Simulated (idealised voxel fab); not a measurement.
The following is a process module called voxel air gaps.
For reference, the cross-section in this document is cut, with width 240 nm and square cells of 5 nm.
How to read a cross-section here: the picture is a grid of square cells, written as bands going from the top down, and any band can span one or more rows of cells.
Band entry format. Leading values: height of top, height of bottom, nm. Remainder: materials in left-to-right order, each with its width in nm. Special words: "everywhere" on a single material, which then fills the band edge to edge; "empty", empty space.
The reference from which all heights are counted is 0, the level beneath which the as-received wafer is entirely one material; the lowest band, having no lower bound, proceeds downward and is written after the example "0 -> down".
Quick explanation for "30 to 40": the width changes in equal steps down the rows of cells, from the first number in the band's top row to the second number in its bottom row.
Step note "same as before" = no cross-section cell changed.
The list in "Voids, enclosed" covers empty spaces of 8 cells or more that cannot reach the top through any open way, and it gives each as width x height at distance; the distance is from the left edge, and width, height and distance are in nm.
The remark found on a step's line after its settings is issued by the simulator itself and pertains to that step.
A step's line can hold "overlay nm"; with a mask on that step, the setting says how far right of the planned place the mask lay, while a negative setting says it lay to the left.

So here's the lineup of process steps we planned:
step 1: RECEIVE: material Si
step 2: CONFORMAL_DEP: material SiO2, thk nm 15
step 3: CONFORMAL_DEP: material SiCN, thk nm 5
step 4: DIRECTIONAL_DEP: material SiO2, thk nm 40
step 5: PATTERN: tone open, mask id LINES, material resist, width nm 15, pitch nm 40, thk nm 20, overlay nm 0
step 6: DIRECTIONAL_ETCH: etch materials SiO2, depth nm 40
step 7: STRIP: etch materials resist
step 8: CONFORMAL_DEP: material TiN, thk nm 5
step 9: FILL_DEP: material Cu, thk nm 5
step 10: CMP: height nm 60
step 11: EPI: material Ru, thk nm 10
step 12: SELECTIVE_ETCH: etch materials SiO2, depth nm 50
step 13: CONFORMAL_DEP: material SiCN, thk nm 5

Wafer as received: cross-section following step 1:
* 0 -> down  Si everywhere
* Voids, enclosed: none

First of two wafers, end-of-module section, run followed plan:
* 75 -> 70  empty: 35 / SiCN: 165 / empty: 40
* 70 -> 60  empty: 35 / SiCN: 5 / Ru: 35 / SiCN: 5 / Ru: 35 / SiCN: 5 / Ru: 35 / SiCN: 5 / Ru: 35 / SiCN: 5 / empty: 40
* 60 -> 55  empty: 35 / SiCN: 15 / TiN: 5 / Cu: 5 / TiN: 5 / SiCN: 25 / TiN: 5 / Cu: 5 / TiN: 5 / SiCN: 25 / TiN: 5 / Cu: 5 / TiN: 5 / SiCN: 25 / TiN: 5 / Cu: 5 / TiN: 5 / SiCN: 15 / empty: 40
* 55 -> 25  empty: 45 / SiCN: 5 / TiN: 5 / Cu: 5 / TiN: 5 / SiCN: 5 / empty: 15 / SiCN: 5 / TiN: 5 / Cu: 5 / TiN: 5 / SiCN: 5 / empty: 15 / SiCN: 5 / TiN: 5 / Cu: 5 / TiN: 5 / SiCN: 5 / empty: 15 / SiCN: 5 / TiN: 5 / Cu: 5 / TiN: 5 / SiCN: 5 / empty: 50
* 25 -> 20  SiCN: 50 / TiN: 15 / SiCN: 25 / TiN: 15 / SiCN: 25 / TiN: 15 / SiCN: 25 / TiN: 15 / SiCN: 55
* 20 -> 15  SiCN everywhere
* 15 -> 0  SiO2 everywhere
* 0 -> down  Si everywhere
* Voids, enclosed: 15 x 30 at 70; 15 x 30 at 110; 15 x 30 at 150

End of module, second wafer, cross-section. Started like the first, planned like the first, run with one mistake:
* 75 -> 70  SiCN everywhere
* 70 -> 60  Ru everywhere
* 60 -> 25  Cu: 45 / TiN: 5 / SiO2: 15 / TiN: 5 / Cu: 15 / TiN: 5 / SiO2: 15 / TiN: 5 / Cu: 15 / TiN: 5 / SiO2: 15 / TiN: 5 / Cu: 15 / TiN: 5 / SiO2: 15 / TiN: 5 / Cu: 50
* 25 -> 20  TiN: 50 / SiO2: 15 / TiN: 25 / SiO2: 15 / TiN: 25 / SiO2: 15 / TiN: 25 / SiO2: 15 / TiN: 55
* 20 -> 15  SiCN everywhere
* 15 -> 0  SiO2 everywhere
* 0 -> down  Si everywhere
* Voids, enclosed: none
Deviation from plan: step 5 did not use the planned setting and instead ran as PATTERN: tone cover, mask id LINES, material resist, width nm 15, pitch nm 40, thk nm 20, overlay nm 0
Final difference in cells, second wafer against first, listed per material as more or fewer: Cu: 168 more; Ru: 40 more; SiCN: 100 fewer; SiO2: 96 more; TiN: 24 more
Closed voids, final: 3 / 0 (first wafer / second wafer).
